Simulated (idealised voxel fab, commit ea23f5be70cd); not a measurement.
process module | voxel double patterning
It is cross-section cut that appears here, measuring 245 nm in width, its square cells being 5 nm in size.
Bands, listed from the top down, are how a cross-section gets written in this document; the cross-section itself is a grid of square cells, and a band is one or more rows of them. Top height, bottom height, nm. Materials left to right, width each, nm. Single material + "edge to edge" = fills band edge to edge. "blank" = empty. Where do heights start? At 0: under that level the wafer as delivered is made of one material only. And the lowest band has no floor; it just carries on downward, as in "0 down". Top row gets the first number, bottom row gets the second, and each row in between changes by the same step: that is how a band width like "30 to 40" works. Where a step carries "no change", the cross-section came out of it unchanged, cell for cell. In the "Unvented internal voids" entry, you get each enclosed empty space of 8 cells or more, one with no open way to the top, written width x height at distance, distance from the left edge, in nm. On each step's line, the part that comes after the settings is the simulator's own comment on the step. If you see "overlay nm" on a step's line and that step has a mask, it's telling you how far right of where it was planned the mask ended up; a negative number means it went left instead.
# Intended process steps
1 RECEIVE | material Si
2 CONFORMAL_DEP | material SiO2 | thk nm 10
3 DIRECTIONAL_DEP | material W | thk nm 10
4 DIRECTIONAL_DEP | material SiN | thk nm 10
5 DIRECTIONAL_DEP | material aC | thk nm 10
6 PATTERN | tone open | mask id FIRST | material resist | width nm 15 | pitch nm 50 | thk nm 25 | overlay nm 0
7 DIRECTIONAL_ETCH | etch materials aC | depth nm 10
8 STRIP | etch materials resist
9 DIRECTIONAL_ETCH | etch materials SiN | depth nm 10
10 STRIP | etch materials aC
11 MASKED_ETCH | tone open | mask id SECOND | width nm 15 | etch materials SiN | depth nm 10 | overlay nm 0
12 DIRECTIONAL_ETCH | etch materials W | depth nm 10
13 STRIP | etch materials SiN
Where the wafers of this document differ is in the width nm of step 11; they start out the same, and the plan states the value that applied to the first wafer.
# So this is the first of several wafers, cross-sectioned as it came to us, meaning it's at the end of step 1
0 down = Si edge to edge
Unvented internal voids: none
# The rows of the table below are wafers. Looking at the end of the module, a row counts, for every material, the cells the wafer has gained, shown as (+), or lost, shown as (-), since it was received; its closed voids come next
width nm 15 | +98 SiO2 | +80 W | Unvented internal voids: none
width nm 20 | +98 SiO2 | +78 W | Unvented internal voids: none
width nm 25 | +98 SiO2 | +76 W | Unvented internal voids: none
width nm 30 | +98 SiO2 | +74 W | Unvented internal voids: none
